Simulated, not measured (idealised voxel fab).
Process module, titled voxel quadruple lines
Xsec cut, 220 nm wide, square cell size 5 nm.
A cross-section is a grid of square cells, given in bands from the top down. A band is one or more rows of cells. It is stipulated that each band's entry specify, in nanometres, the height of the top of the band and then that of its bottom, followed by the materials of the band in left-to-right sequence, each together with its width in nanometres. A single material marked by the word "full width" is understood to fill the band from edge to edge; the word "air" is understood to denote empty space. Heights are measured from 0, the level below which the as-received wafer is all one material; the lowest band has no bottom and continues downward, written as in "0 and below". Read "30->40" as a graded width: first number on top, second number at the bottom, same change between each pair of neighbouring rows. What does "nothing got changed" mean for a step? It means no cell of the cross-section changed in that step. Heads up: "Enclosed internal voids" only lists the empty pockets with no open path to the top that are 8 cells or more, and it writes them as width x height at distance, distance from the left edge, in nm. Heads up: the bit after the settings on a step's line is the simulator's remark on that step. "overlay nm", when on a step's line for a step with a mask, measures how far to the right of its planned place the mask lay; a negative measure means to the left.
**Planned step list for the process**
- 1: RECEIVE,material Si
- 2: CONFORMAL_DEP,material SiO2,thk nm 10
- 3: DIRECTIONAL_DEP,material W,thk nm 15
- 4: DIRECTIONAL_DEP,material polySi,thk nm 20
- 5: DIRECTIONAL_DEP,material aC,thk nm 25
- 6: PATTERN,tone cover,mask id MANDREL,material resist,width nm 25,pitch nm 100,thk nm 35,overlay nm 0
- 7: DIRECTIONAL_ETCH,etch materials aC,depth nm 25
- 8: STRIP,etch materials resist
- 9: CONFORMAL_DEP,material SiO2,thk nm 15
- 10: DIRECTIONAL_ETCH,etch materials SiO2,depth nm 15
- 11: STRIP,etch materials aC
- 12: DIRECTIONAL_ETCH,etch materials polySi,depth nm 20
- 13: STRIP,etch materials SiO2
- 14: CONFORMAL_DEP,material SiCN,thk nm 10
- 15: DIRECTIONAL_ETCH,etch materials SiCN,depth nm 10
- 16: STRIP,etch materials polySi
- 17: DIRECTIONAL_ETCH,etch materials W,depth nm 15
- 18: STRIP,etch materials SiCN
- 19: FILL_DEP,material SiO2,thk nm 5
- 20: CMP,height nm 25
The width nm used in step 6 is not the same on every wafer, whereas the starting condition is; the value printed in the plan is the first wafer's.
**As-received cross-section, first of several wafers, post step 1**
	0 and below: Si full width
	Enclosed internal voids: none
**Wafer cross-section (first of several) - module end, post step 20 (last step)**
	25 down to 10: SiO2: 20, then W: 10, then SiO2: 15, then W: 10, then SiO2: 5, then W: 10, then SiO2: 15, then W: 10, then SiO2: 25, then W: 10, then SiO2: 15, then W: 10, then SiO2: 5, then W: 10, then SiO2: 15, then W: 10, then SiO2: 25
	10 down to 0: SiO2 full width
	0 and below: Si full width
	Enclosed internal voids: none
**Cross-section of the last wafer at end of module**
	25 down to 10: SiO2: 10, then W: 10, then SiO2: 15, then W: 10, then SiO2: 30, then W: 10, then SiO2: 15, then W: 20, then SiO2: 15, then W: 10, then SiO2: 30, then W: 10, then SiO2: 15, then W: 10, then SiO2: 10
	10 down to 0: SiO2 full width
	0 and below: Si full width
	Enclosed internal voids: none
**For your reference, the table is organized with a row per wafer; each row reflects the wafer at the end of the module, indicating for each material the cells gained (+) or lost (-) since receipt, and thereafter its closed voids**
width nm 25 | +172 SiO2 | +48 W | Enclosed internal voids: none
width nm 30 | +172 SiO2 | +48 W | Enclosed internal voids: none
width nm 35 | +172 SiO2 | +48 W | Enclosed internal voids: none
width nm 40 | +172 SiO2 | +48 W | Enclosed internal voids: none
width nm 45 | +172 SiO2 | +48 W | Enclosed internal voids: none
width nm 50 | +172 SiO2 | +48 W | Enclosed internal voids: none
